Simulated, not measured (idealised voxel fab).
Process module under the name voxel fin reveal
The cross-section on display is named cut; it measures 175 nm wide, and its cells are 5 nm squares.
We lay out every cross-section as a grid of square cells and spell it out in bands from the top down, where one band means one or more rows of cells. Top height, bottom height, nm. Materials left to right, width each, nm. Single material + "edge to edge" = fills band edge to edge. "air" = empty. A quick word on heights: they are counted from 0, and under that level the wafer as it came to us is one material throughout. The lowest band is different from the rest in having no bottom; it simply continues downward, written as in "0..down". The expression "30 to 40" gives the width at the extremes of the band, the first number at its top row of cells and the second at its bottom row, with the width changing by equal amounts from each row to the next in between. No cell of the cross-section changed in a step that is given as "no alteration". "Enclosed void entries" - sealed voids, min. 8 cells, no opening to top; format: width x height at distance (distance from left edge; nm throughout). The remark found on a step's line after its settings is issued by the simulator itself and pertains to that step. A step's line can hold "overlay nm"; with a mask on that step, the setting says how far right of the planned place the mask lay, while a negative setting says it lay to the left.

BELOW IS THE LIST OF PLANNED PROCESS STEPS
1: RECEIVE [material Si]
2: CONFORMAL_DEP [material SiN] [thk nm 5]
3: MASKED_ETCH [tone cover] [mask id FINS] [width nm 15] [pitch nm 40] [etch materials SiN] [depth nm 5] [overlay nm 0]
4: MASKED_ETCH [tone cover] [mask id FINS] [width nm 15] [pitch nm 40] [etch materials Si] [depth nm 35] [overlay nm 0]
5: FILL_DEP [material SiO2] [thk nm 10]
6: CMP [height nm 5]
7: SELECTIVE_ETCH [etch materials SiO2] [depth nm 20]
8: STRIP [etch materials SiN]

AS RECEIVED (POST STEP 1): CROSS-SECTION
- 0..down | Si edge to edge
- Enclosed void entries: none

FIRST OF TWO WAFERS, END-OF-MODULE SECTION, RUN FOLLOWED PLAN
- 0..-15 | 40 air, 15 Si, 25 air, 15 Si, 25 air, 15 Si, 40 air
- -15..-35 | 40 SiO2, 15 Si, 25 SiO2, 15 Si, 25 SiO2, 15 Si, 40 SiO2
- -35..down | Si edge to edge
- Enclosed void entries: none

CROSS-SECTIONAL VIEW: SECOND OF TWO WAFERS, END OF MODULE; START AND PLAN IDENTICAL TO THE FIRST, ONE MISTAKE IN RUNNING
- 0..-15 | 40 air, 15 Si, 25 air, 15 Si, 25 air, 15 Si, 40 air
- -15..-70 | 40 SiO2, 15 Si, 25 SiO2, 15 Si, 25 SiO2, 15 Si, 40 SiO2
- -70..down | Si edge to edge
- Enclosed void entries: none
Heads up, the wafer didn't run the way we planned it: step 4, plan: ran twice
FYI, end of process, the second wafer has more or fewer cells of some materials than the first: Si -182, SiO2 +182
